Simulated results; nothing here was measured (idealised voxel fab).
Process module name: voxel gate over fins
For reference, the cross-section in this document is cut, with width 185 nm and square cells of 5 nm.
Format of a cross-section: grid, square cells. Given as bands. Order: top down. Band: one or more rows of cells. Top height, bottom height, nm. Materials left to right, width each, nm. Single material + "throughout" = fills band edge to edge. "blank" = empty. We count height from 0. Below that, the starting wafer is all one material. The lowest band never ends at the bottom but goes on down; see "0..down" for how that is written. The notation "30..40" denotes a width that varies across the rows of cells in the band, beginning at the first number in the top row, finishing at the second number in the bottom row, and changing by an identical amount from each row to the next. For the purposes of this document, the phrase "changes: none" attached to a step denotes that no cell within the cross-section was modified by that step. Heads up: "Closed void table" only lists the empty pockets with no open path to the top that are 8 cells or more, and it writes them as width x height at distance, distance from the left edge, in nm. What comes after the settings on a step's line is commentary from the simulator itself on that step. overlay nm: step with mask; distance mask lay right of planned place; negative value = left of planned place.
## Below is the list of planned process steps
1,RECEIVE,material Si
2,CONFORMAL_DEP,material SiN,thk nm 5
3,DIRECTIONAL_DEP,material aC,thk nm 10
4,PATTERN,tone cover,mask id FINS,material resist,width nm 15,pitch nm 60,thk nm 25,overlay nm 0
5,DIRECTIONAL_ETCH,etch materials aC,depth nm 10
6,STRIP,etch materials resist
7,DIRECTIONAL_ETCH,etch materials SiN,depth nm 5
8,DIRECTIONAL_ETCH,etch materials Si,depth nm 40
9,STRIP,etch materials aC
10,FILL_DEP,material SiO2,thk nm 10
11,CMP,height nm 5
12,PATTERN,tone open,mask id RAIL,material resist,width nm 15,thk nm 20,overlay nm 0
13,DIRECTIONAL_ETCH,etch materials SiO2,depth nm 40
14,STRIP,etch materials resist
15,CONFORMAL_DEP,material TiN,thk nm 5
16,FILL_DEP,material Ru,thk nm 5
17,CMP,height nm 5
18,SELECTIVE_ETCH,etch materials W Ru TiN,depth nm 30
19,FILL_DEP,material SiO2,thk nm 5
20,CMP,height nm 5
21,SELECTIVE_ETCH,etch materials SiO2,depth nm 20
22,STRIP,etch materials SiN
23,CONFORMAL_DEP,material HfO2,thk nm 5
24,CONFORMAL_DEP,material TiN,thk nm 5
25,FILL_DEP,material W,thk nm 15
26,CMP,height nm 20
27,CONFORMAL_DEP,material SiN,thk nm 10
## Wafer at receipt (post step 1), cross-section
	0..down | Si throughout
	Closed void table: none
## Cross-section, first of two wafers, end of module, run as planned
	30..20 | SiN throughout
	20..10 | W throughout
	10..5 | W 45 nm, TiN 35 nm, W 25 nm, TiN 35 nm, W 45 nm
	5..0 | W 45 nm, TiN 5 nm, HfO2 25 nm, TiN 5 nm, W 25 nm, TiN 5 nm, HfO2 25 nm, TiN 5 nm, W 45 nm
	0..-5 | W 45 nm, TiN 5 nm, HfO2 5 nm, Si 15 nm, HfO2 5 nm, TiN 5 nm, W 25 nm, TiN 5 nm, HfO2 5 nm, Si 15 nm, HfO2 5 nm, TiN 5 nm, W 45 nm
	-5..-10 | TiN 50 nm, HfO2 5 nm, Si 15 nm, HfO2 5 nm, TiN 35 nm, HfO2 5 nm, Si 15 nm, HfO2 5 nm, TiN 50 nm
	-10..-15 | HfO2 55 nm, Si 15 nm, HfO2 45 nm, Si 15 nm, HfO2 55 nm
	-15..-25 | SiO2 55 nm, Si 15 nm, SiO2 45 nm, Si 15 nm, SiO2 55 nm
	-25..-30 | SiO2 55 nm, Si 15 nm, SiO2 15 nm, TiN 5 nm, Ru 5 nm, TiN 5 nm, SiO2 15 nm, Si 15 nm, SiO2 55 nm
	-30..-35 | SiO2 55 nm, Si 15 nm, SiO2 15 nm, TiN 15 nm, SiO2 15 nm, Si 15 nm, SiO2 55 nm
	-35..-40 | SiO2 55 nm, Si 15 nm, SiO2 45 nm, Si 15 nm, SiO2 55 nm
	-40..down | Si throughout
	Closed void table: none
## Second wafer through the module, sectioned at the end: same beginning and same plan as the first wafer, with one mistake in carrying it out
	30..20 | SiN throughout
	20..10 | W throughout
	10..5 | W 45 nm, TiN 35 nm, W 25 nm, TiN 35 nm, W 45 nm
	5..0 | W 45 nm, TiN 5 nm, HfO2 25 nm, TiN 5 nm, W 25 nm, TiN 5 nm, HfO2 25 nm, TiN 5 nm, W 45 nm
	0..-5 | W 45 nm, TiN 5 nm, HfO2 5 nm, Si 15 nm, HfO2 5 nm, TiN 5 nm, W 25 nm, TiN 5 nm, HfO2 5 nm, Si 15 nm, HfO2 5 nm, TiN 5 nm, W 45 nm
	-5..-10 | TiN 50 nm, HfO2 5 nm, Si 15 nm, HfO2 5 nm, TiN 35 nm, HfO2 5 nm, Si 15 nm, HfO2 5 nm, TiN 50 nm
	-10..-15 | HfO2 40 nm, TiN 10 nm, HfO2 5 nm, Si 15 nm, HfO2 5 nm, TiN 10 nm, HfO2 15 nm, TiN 10 nm, HfO2 5 nm, Si 15 nm, HfO2 5 nm, TiN 10 nm, HfO2 40 nm
	-15..-20 | SiO2 35 nm, HfO2 20 nm, Si 15 nm, HfO2 20 nm, SiO2 5 nm, HfO2 20 nm, Si 15 nm, HfO2 20 nm, SiO2 35 nm
	-20..-25 | SiO2 55 nm, Si 15 nm, SiO2 45 nm, Si 15 nm, SiO2 55 nm
	-25..-30 | SiO2 55 nm, Si 15 nm, SiO2 15 nm, TiN 5 nm, Ru 5 nm, TiN 5 nm, SiO2 15 nm, Si 15 nm, SiO2 55 nm
	-30..-35 | SiO2 55 nm, Si 15 nm, SiO2 15 nm, TiN 15 nm, SiO2 15 nm, Si 15 nm, SiO2 55 nm
	-35..-40 | SiO2 55 nm, Si 15 nm, SiO2 45 nm, Si 15 nm, SiO2 55 nm
	-40..down | Si throughout
	Closed void table: none
What was done differently from what was planned? steps 21 and 22 of the plan were each performed in the slot designated for the other
The final cell counts differ between the wafers, with the second having more or fewer of some materials than the first: +8 HfO2 | -16 SiO2 | +8 TiN
